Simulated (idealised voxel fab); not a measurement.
process module | voxel released beams
cross-section cut | 285 nm wide | cells 5 nm
A cross-section is a grid of square cells, given in bands from the top down. A band is one or more rows of cells.
Each band's line starts with the height of the band's top and of its bottom, in nm. Then come its materials from left to right, each with its width in nm. One material with "throughout" fills the band from edge to edge. "air" is empty space.
Height 0 is the level under which the wafer as received is all one material. The lowest band goes on downwards, as in "0 down".
A width such as "30 to 40" changes by the same amount from each row of cells to the next, from the band's top row to its bottom row.
"no change" after a step means that no cell of the cross-section changed.
closed voids: empty space of 8 cells or more with no open way to the top, each as width x height at its distance from the left edge, in nm
after a step's settings: what the simulator itself notes on the step
overlay nm, on a step with a mask: how far to the right of its planned place the mask lay; to the left if negative
plan
1 op RECEIVE | material Si
2 op CONFORMAL_DEP | material SiN | thk nm 5
3 op DIRECTIONAL_DEP | material SiO2 | thk nm 15
4 op PATTERN | tone open | mask id ANCHOR | material resist | width nm 35 | thk nm 20 | overlay nm 0
5 op DIRECTIONAL_ETCH | etch materials SiO2 | depth nm 15
6 op STRIP | etch materials resist
7 op CONFORMAL_DEP | material polySi | thk nm 15
8 op DIRECTIONAL_DEP | material aC | thk nm 15
9 op PATTERN | tone cover | mask id BEAM | material resist | width nm 100 | thk nm 30 | overlay nm 0
10 op DIRECTIONAL_ETCH | etch materials aC | depth nm 15
11 op STRIP | etch materials resist
12 op DIRECTIONAL_ETCH | etch materials polySi | depth nm 15
13 op STRIP | etch materials aC
14 op STRIP | etch materials SiO2
first wafer, as planned
as received, after step 1
  0 down: Si throughout
  closed voids: none
after step 2
  5 to 0: SiN throughout
  below 0: unchanged
after step 3
  20 to 5: SiO2 throughout
  below 5: unchanged
after step 4
  40 to 20: resist 95 | air 35 | resist 155
  below 20: unchanged
after step 5
  40 to 20: resist 95 | air 35 | resist 155
  20 to 5: SiO2 95 | air 35 | SiO2 155
  below 5: unchanged
after step 6
  20 to 5: SiO2 95 | air 35 | SiO2 155
  below 5: unchanged
after step 7
  35 to 20: polySi 110 | air 5 | polySi 170
  20 to 5: SiO2 95 | polySi 35 | SiO2 155
  below 5: unchanged
after step 8
  50 to 35: aC 110 | air 5 | aC 170
  35 to 20: polySi 110 | aC 5 | polySi 170
  below 20: unchanged
after step 9
  80 to 50: air 90 | resist 100 | air 95
  50 to 35: aC 110 | resist 5 | aC 170
  below 35: unchanged
after step 10
  65 to 50: air 90 | resist 100 | air 95
  50 to 35: air 90 | aC 20 | resist 5 | aC 75 | air 95
  below 35: unchanged
after step 11
  50 to 35: air 90 | aC 20 | air 5 | aC 75 | air 95
  below 35: unchanged
after step 12
  50 to 35: air 90 | aC 20 | air 5 | aC 75 | air 95
  35 to 20: air 90 | polySi 20 | aC 5 | polySi 75 | air 95
  below 20: unchanged
after step 13
  35 to 20: air 90 | polySi 20 | air 5 | polySi 75 | air 95
  below 20: unchanged
after step 14
  35 to 20: air 90 | polySi 20 | air 5 | polySi 75 | air 95
  20 to 5: air 95 | polySi 35 | air 155
  below 5: unchanged
second wafer: like start, like plan, one mistake. Through step 1 it matches the first wafer
when step 2 should have ended: no change
when step 3 should have ended
  15 to 0: SiO2 throughout
  below 0: unchanged
when step 4 should have ended
  35 to 15: resist 95 | air 35 | resist 155
  below 15: unchanged
when step 5 should have ended
  35 to 15: resist 95 | air 35 | resist 155
  15 to 0: SiO2 95 | air 35 | SiO2 155
  below 0: unchanged
when step 6 should have ended
  15 to 0: SiO2 95 | air 35 | SiO2 155
  below 0: unchanged
when step 7 should have ended
  30 to 15: polySi 110 | air 5 | polySi 170
  15 to 0: SiO2 95 | polySi 35 | SiO2 155
  below 0: unchanged
when step 8 should have ended
  45 to 30: aC 110 | air 5 | aC 170
  30 to 15: polySi 110 | aC 5 | polySi 170
  below 15: unchanged
when step 9 should have ended
  75 to 45: air 90 | resist 100 | air 95
  45 to 30: aC 110 | resist 5 | aC 170
  below 30: unchanged
when step 10 should have ended
  60 to 45: air 90 | resist 100 | air 95
  45 to 30: air 90 | aC 20 | resist 5 | aC 75 | air 95
  below 30: unchanged
when step 11 should have ended
  45 to 30: air 90 | aC 20 | air 5 | aC 75 | air 95
  below 30: unchanged
when step 12 should have ended
  45 to 30: air 90 | aC 20 | air 5 | aC 75 | air 95
  30 to 15: air 90 | polySi 20 | aC 5 | polySi 75 | air 95
  below 15: unchanged
when step 13 should have ended
  30 to 15: air 90 | polySi 20 | air 5 | polySi 75 | air 95
  below 15: unchanged
when step 14 should have ended
  30 to 15: air 90 | polySi 20 | air 5 | polySi 75 | air 95
  15 to 0: air 95 | polySi 35 | air 155
  below 0: unchanged
what went wrong: step 2 was left out
at the end the second wafer has, in cells: 57 fewer of SiN
